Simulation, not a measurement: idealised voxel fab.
Title: Process Module voxel quadruple lines
This is section cut - it's 215 nm across, gridded in 5 nm square cells.
Reading order for cross-sections: top band down to bottom band. Underlying form: a grid of square cells. Band size: one or more rows of cells.
Band: top and bottom heights (nm) first, top before bottom; then materials from left to right, widths in nm. "throughout" marks a sole material filling the band edge to edge. "empty" denotes empty space.
Beneath 0, the wafer as received is one material, and that level is where height counting begins. The lowest band goes on downward without a bottom; it is written like "0 down".
The width entry "30 to 40" should be interpreted row by row: the top row of cells in the band takes the first number, the bottom row takes the second number, and the change between adjacent rows is uniform throughout.
The designation "nothing different", where it is given for a processing step, indicates that no cell of the cross-section was altered in the course of that step.
The label "Voids, fully enclosed" introduces a list of the empty spaces, 8 cells or larger, that have no open way up to the top; each entry in it reads width x height at distance, where the distance is taken from the left edge and all three are stated in nm.
Formally, on a step line, whatever follows the settings is a remark that the simulator itself makes on the step.
Regarding "overlay nm": on a step with a mask, it is the distance the mask lay to the right of its planned place; a negative value places it to the left.

[Intended process steps]
1 RECEIVE | material Si
2 CONFORMAL_DEP | material Al2O3 | thk nm 5
3 DIRECTIONAL_DEP | material TiN | thk nm 10
4 DIRECTIONAL_DEP | material polySi | thk nm 15
5 DIRECTIONAL_DEP | material aC | thk nm 20
6 PATTERN | tone cover | mask id MANDREL | material resist | width nm 35 | pitch nm 100 | thk nm 25 | overlay nm 0
7 DIRECTIONAL_ETCH | etch materials aC | depth nm 20
8 STRIP | etch materials resist
9 CONFORMAL_DEP | material SiO2 | thk nm 15
10 DIRECTIONAL_ETCH | etch materials SiO2 | depth nm 15
11 STRIP | etch materials aC
12 DIRECTIONAL_ETCH | etch materials polySi | depth nm 15
13 STRIP | etch materials SiO2
14 CONFORMAL_DEP | material SiCN | thk nm 10
15 DIRECTIONAL_ETCH | etch materials SiCN | depth nm 10
16 STRIP | etch materials polySi
17 DIRECTIONAL_ETCH | etch materials TiN | depth nm 10
18 STRIP | etch materials SiCN
19 FILL_DEP | material lowk | thk nm 10
20 CMP | height nm 15

[Of two wafers, the first: run according to plan]

[As-received wafer cross-section (after step 1)]
* 0 down = Si throughout
* Voids, fully enclosed: none

[How the wafer stands in section after step 2]
* 5 to 0 = Al2O3 throughout
* Below 0, no change.

[How the wafer stands in section after step 3]
* 15 to 5 = TiN throughout
* Below 5, no change.

[How the wafer stands in section after step 4]
* 30 to 15 = polySi throughout
* Below 15, no change.

[How the wafer stands in section after step 5]
* 50 to 30 = aC throughout
* Below 30, no change.

[How the wafer stands in section after step 6]
* 75 to 50 = empty (40) / resist (35) / empty (65) / resist (35) / empty (40)
* Below 50, no change.

[How the wafer stands in section after step 7]
* 55 to 50 = empty (40) / resist (35) / empty (65) / resist (35) / empty (40)
* 50 to 30 = empty (40) / aC (35) / empty (65) / aC (35) / empty (40)
* Below 30, no change.

[How the wafer stands in section after step 8]
* 50 to 30 = empty (40) / aC (35) / empty (65) / aC (35) / empty (40)
* Below 30, no change.

[How the wafer stands in section after step 9]
* 65 to 50 = empty (25) / SiO2 (65) / empty (35) / SiO2 (65) / empty (25)
* 50 to 45 = empty (25) / SiO2 (15) / aC (35) / SiO2 (15) / empty (35) / SiO2 (15) / aC (35) / SiO2 (15) / empty (25)
* 45 to 30 = SiO2 (40) / aC (35) / SiO2 (65) / aC (35) / SiO2 (40)
* Below 30, no change.

[How the wafer stands in section after step 10]
* 50 to 30 = empty (25) / SiO2 (15) / aC (35) / SiO2 (15) / empty (35) / SiO2 (15) / aC (35) / SiO2 (15) / empty (25)
* Below 30, no change.

[How the wafer stands in section after step 11]
* 50 to 30 = empty (25) / SiO2 (15) / empty (35) / SiO2 (15) / empty (35) / SiO2 (15) / empty (35) / SiO2 (15) / empty (25)
* Below 30, no change.

[How the wafer stands in section after step 12]
* 50 to 30 = empty (25) / SiO2 (15) / empty (35) / SiO2 (15) / empty (35) / SiO2 (15) / empty (35) / SiO2 (15) / empty (25)
* 30 to 15 = empty (25) / polySi (15) / empty (35) / polySi (15) / empty (35) / polySi (15) / empty (35) / polySi (15) / empty (25)
* Below 15, no change.

[How the wafer stands in section after step 13]
* 30 to 15 = empty (25) / polySi (15) / empty (35) / polySi (15) / empty (35) / polySi (15) / empty (35) / polySi (15) / empty (25)
* Below 15, no change.

[How the wafer stands in section after step 14]
* 40 to 30 = empty (15) / SiCN (35) / empty (15) / SiCN (35) / empty (15) / SiCN (35) / empty (15) / SiCN (35) / empty (15)
* 30 to 25 = empty (15) / SiCN (10) / polySi (15) / SiCN (10) / empty (15) / SiCN (10) / polySi (15) / SiCN (10) / empty (15) / SiCN (10) / polySi (15) / SiCN (10) / empty (15) / SiCN (10) / polySi (15) / SiCN (10) / empty (15)
* 25 to 15 = SiCN (25) / polySi (15) / SiCN (35) / polySi (15) / SiCN (35) / polySi (15) / SiCN (35) / polySi (15) / SiCN (25)
* Below 15, no change.

[How the wafer stands in section after step 15]
* 30 to 15 = empty (15) / SiCN (10) / polySi (15) / SiCN (10) / empty (15) / SiCN (10) / polySi (15) / SiCN (10) / empty (15) / SiCN (10) / polySi (15) / SiCN (10) / empty (15) / SiCN (10) / polySi (15) / SiCN (10) / empty (15)
* Below 15, no change.

[How the wafer stands in section after step 16]
* 30 to 15 = empty (15) / SiCN (10) / empty (15) / SiCN (10) / empty (15) / SiCN (10) / empty (15) / SiCN (10) / empty (15) / SiCN (10) / empty (15) / SiCN (10) / empty (15) / SiCN (10) / empty (15) / SiCN (10) / empty (15)
* Below 15, no change.

[How the wafer stands in section after step 17]
* 30 to 15 = empty (15) / SiCN (10) / empty (15) / SiCN (10) / empty (15) / SiCN (10) / empty (15) / SiCN (10) / empty (15) / SiCN (10) / empty (15) / SiCN (10) / empty (15) / SiCN (10) / empty (15) / SiCN (10) / empty (15)
* 15 to 5 = empty (15) / TiN (10) / empty (15) / TiN (10) / empty (15) / TiN (10) / empty (15) / TiN (10) / empty (15) / TiN (10) / empty (15) / TiN (10) / empty (15) / TiN (10) / empty (15) / TiN (10) / empty (15)
* Below 5, no change.

[How the wafer stands in section after step 18]
* 15 to 5 = empty (15) / TiN (10) / empty (15) / TiN (10) / empty (15) / TiN (10) / empty (15) / TiN (10) / empty (15) / TiN (10) / empty (15) / TiN (10) / empty (15) / TiN (10) / empty (15) / TiN (10) / empty (15)
* Below 5, no change.

[How the wafer stands in section after step 19]
* 25 to 15 = lowk throughout
* 15 to 5 = lowk (15) / TiN (10) / lowk (15) / TiN (10) / lowk (15) / TiN (10) / lowk (15) / TiN (10) / lowk (15) / TiN (10) / lowk (15) / TiN (10) / lowk (15) / TiN (10) / lowk (15) / TiN (10) / lowk (15)
* Below 5, no change.

[How the wafer stands in section after step 20]
* 15 to 5 = lowk (15) / TiN (10) / lowk (15) / TiN (10) / lowk (15) / TiN (10) / lowk (15) / TiN (10) / lowk (15) / TiN (10) / lowk (15) / TiN (10) / lowk (15) / TiN (10) / lowk (15) / TiN (10) / lowk (15)
* Below 5, no change.

[Wafer two of two - same starting point, same process plan, one mistake in execution; matches wafer one up to and including step 5]

[when step 6 should have ended]
* 75 to 50 = resist (40) / empty (35) / resist (65) / empty (35) / resist (40)
* Below 50, no change.

[when step 7 should have ended]
* 55 to 50 = resist (40) / empty (35) / resist (65) / empty (35) / resist (40)
* 50 to 30 = aC (40) / empty (35) / aC (65) / empty (35) / aC (40)
* Below 30, no change.

[when step 8 should have ended]
* 50 to 30 = aC (40) / empty (35) / aC (65) / empty (35) / aC (40)
* Below 30, no change.

[when step 9 should have ended]
* 65 to 50 = SiO2 (55) / empty (5) / SiO2 (95) / empty (5) / SiO2 (55)
* 50 to 45 = aC (40) / SiO2 (15) / empty (5) / SiO2 (15) / aC (65) / SiO2 (15) / empty (5) / SiO2 (15) / aC (40)
* 45 to 30 = aC (40) / SiO2 (35) / aC (65) / SiO2 (35) / aC (40)
* Below 30, no change.

[when step 10 should have ended]
* 50 to 30 = aC (40) / SiO2 (15) / empty (5) / SiO2 (15) / aC (65) / SiO2 (15) / empty (5) / SiO2 (15) / aC (40)
* Below 30, no change.

[when step 11 should have ended]
* 50 to 30 = empty (40) / SiO2 (15) / empty (5) / SiO2 (15) / empty (65) / SiO2 (15) / empty (5) / SiO2 (15) / empty (40)
* Below 30, no change.

[when step 12 should have ended]
* 50 to 30 = empty (40) / SiO2 (15) / empty (5) / SiO2 (15) / empty (65) / SiO2 (15) / empty (5) / SiO2 (15) / empty (40)
* 30 to 15 = empty (40) / polySi (15) / empty (5) / polySi (15) / empty (65) / polySi (15) / empty (5) / polySi (15) / empty (40)
* Below 15, no change.

[when step 13 should have ended]
* 30 to 15 = empty (40) / polySi (15) / empty (5) / polySi (15) / empty (65) / polySi (15) / empty (5) / polySi (15) / empty (40)
* Below 15, no change.

[when step 14 should have ended]
* 40 to 30 = empty (30) / SiCN (55) / empty (45) / SiCN (55) / empty (30)
* 30 to 25 = empty (30) / SiCN (10) / polySi (15) / SiCN (5) / polySi (15) / SiCN (10) / empty (45) / SiCN (10) / polySi (15) / SiCN (5) / polySi (15) / SiCN (10) / empty (30)
* 25 to 15 = SiCN (40) / polySi (15) / SiCN (5) / polySi (15) / SiCN (65) / polySi (15) / SiCN (5) / polySi (15) / SiCN (40)
* Below 15, no change.

[when step 15 should have ended]
* 30 to 15 = empty (30) / SiCN (10) / polySi (15) / SiCN (5) / polySi (15) / SiCN (10) / empty (45) / SiCN (10) / polySi (15) / SiCN (5) / polySi (15) / SiCN (10) / empty (30)
* Below 15, no change.

[when step 16 should have ended]
* 30 to 15 = empty (30) / SiCN (10) / empty (15) / SiCN (5) / empty (15) / SiCN (10) / empty (45) / SiCN (10) / empty (15) / SiCN (5) / empty (15) / SiCN (10) / empty (30)
* Below 15, no change.

[when step 17 should have ended]
* 30 to 15 = empty (30) / SiCN (10) / empty (15) / SiCN (5) / empty (15) / SiCN (10) / empty (45) / SiCN (10) / empty (15) / SiCN (5) / empty (15) / SiCN (10) / empty (30)
* 15 to 5 = empty (30) / TiN (10) / empty (15) / TiN (5) / empty (15) / TiN (10) / empty (45) / TiN (10) / empty (15) / TiN (5) / empty (15) / TiN (10) / empty (30)
* Below 5, no change.

[when step 18 should have ended]
* 15 to 5 = empty (30) / TiN (10) / empty (15) / TiN (5) / empty (15) / TiN (10) / empty (45) / TiN (10) / empty (15) / TiN (5) / empty (15) / TiN (10) / empty (30)
* Below 5, no change.

[when step 19 should have ended]
* 25 to 15 = lowk throughout
* 15 to 5 = lowk (30) / TiN (10) / lowk (15) / TiN (5) / lowk (15) / TiN (10) / lowk (45) / TiN (10) / lowk (15) / TiN (5) / lowk (15) / TiN (10) / lowk (30)
* Below 5, no change.

[when step 20 should have ended]
* 15 to 5 = lowk (30) / TiN (10) / lowk (15) / TiN (5) / lowk (15) / TiN (10) / lowk (45) / TiN (10) / lowk (15) / TiN (5) / lowk (15) / TiN (10) / lowk (30)
* Below 5, no change.
Deviation noted in wafer processing: so step 6 ended up running with a different setting than we planned, it ran as PATTERN | tone open | mask id MANDREL | material resist | width nm 35 | pitch nm 100 | thk nm 25 | overlay nm 0
Upon completion, the second wafer contains, in terms of cells, a greater or smaller amount of certain materials than the first wafer: 12 fewer of TiN, 12 more of lowk
